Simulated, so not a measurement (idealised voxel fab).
Process module in this document: voxel capacitor over wiring
The cross-section shown here is cut; it is 215 nm wide and divided into square cells measuring 5 nm on a side.
In this document a cross-section is written as a grid of square cells. It is given as a series of bands, listed from the top down, and a band is one or more rows of cells. This entry defines a band. It first specifies the height of the band's top and the height of its bottom in nm, and then specifies the band's materials from left to right, stating each material with its width in nm. The word "throughout" identifies a single material that fills the band from edge to edge, while the word "air" identifies empty space. Height 0 is the level under which the wafer as received is all one material. The lowest band goes on downwards, as in "0..down". A width such as "30..40" changes by the same amount from each row of cells to the next, from the band's top row to its bottom row. "no change" means the step left every cell of the cross-section as it was. For the entry "Closed voids list", the listed items are empty spaces with no open way to the top whose size is 8 cells or more; each item follows the pattern width x height at distance, where distance is from the left edge and all three are in nm. That trailing text on a step's line, after the settings, is the simulator's own remark on the step. "overlay nm", when on a step's line for a step with a mask, measures how far to the right of its planned place the mask lay; a negative measure means to the left.
[Here's what the planned process steps look like]
1 RECEIVE with material Si
2 CONFORMAL_DEP with material SiO2, thk nm 15
3 CONFORMAL_DEP with material SiCN, thk nm 5
4 DIRECTIONAL_DEP with material SiO2, thk nm 20
5 MASKED_ETCH with tone open, mask id METAL_1, width nm 30, pitch nm 80, etch materials SiO2, depth nm 20, overlay nm 0
6 MASKED_ETCH with tone open, mask id METAL_1, width nm 30, pitch nm 80, etch materials SiCN, depth nm 5, overlay nm 0
7 CONFORMAL_DEP with material TiN, thk nm 5
8 FILL_DEP with material Cu, thk nm 10
9 CMP with height nm 40
10 CONFORMAL_DEP with material SiCN, thk nm 5
11 DIRECTIONAL_DEP with material lowk, thk nm 15
12 MASKED_ETCH with tone open, mask id PLUG_1, width nm 15, etch materials lowk, depth nm 15, overlay nm 0
13 MASKED_ETCH with tone open, mask id PLUG_1, width nm 15, etch materials SiCN, depth nm 5, overlay nm 0
14 CONFORMAL_DEP with material TiN, thk nm 5
15 FILL_DEP with material W, thk nm 10
16 CMP with height nm 60
17 DIRECTIONAL_DEP with material TiN, thk nm 10
18 DIRECTIONAL_DEP with material HfO2, thk nm 5
19 DIRECTIONAL_DEP with material TiN, thk nm 5
20 MASKED_ETCH with tone cover, mask id UPPER_PLATE, width nm 55, etch materials TiN, depth nm 5, overlay nm 0
21 MASKED_ETCH with tone cover, mask id UPPER_PLATE, width nm 55, etch materials HfO2, depth nm 5, overlay nm 0
22 MASKED_ETCH with tone cover, mask id LOWER_PLATE, width nm 65, etch materials TiN, depth nm 10, overlay nm 0
23 FILL_DEP with material SiO2, thk nm 20
24 CMP with height nm 95
25 MASKED_ETCH with tone open, mask id PLUG_2, width nm 15, etch materials SiO2, depth nm 15, overlay nm 0
26 CONFORMAL_DEP with material TiN, thk nm 5
27 FILL_DEP with material Cu, thk nm 10
28 CMP with height nm 95
29 CONFORMAL_DEP with material SiCN, thk nm 5
[Cross-sectional view of the wafer in its as-received condition, corresponding to the state after step 1]
0..down  Si throughout
Closed voids list: none
[Starting wafer: above. Plan: above. Run: one mistake. Cross-section after the module: below]
100..95  SiCN throughout
95..85  SiO2 75, then TiN 5, then Cu 5, then TiN 5, then SiO2 125
85..75  SiO2 75..65, then TiN 15..55, then SiO2 125..95
75..70  SiO2 65, then HfO2 55, then SiO2 95
70..60  SiO2 60, then TiN 65, then SiO2 90
60..45  lowk 65, then TiN 5, then W 5, then TiN 5, then lowk 135
45..40  SiCN 65, then TiN 15, then SiCN 135
40..35  SiO2 50, then TiN 5, then Cu 20, then TiN 5, then SiO2 50, then TiN 5, then Cu 20, then TiN 5, then SiO2 55
35..30  SiCN 50, then TiN 30, then SiCN 50, then TiN 30, then SiCN 55
30..0  SiO2 throughout
0..down  Si throughout
Closed voids list: none
Nonconformance to the process plan: step 2 of the plan saw execution twice
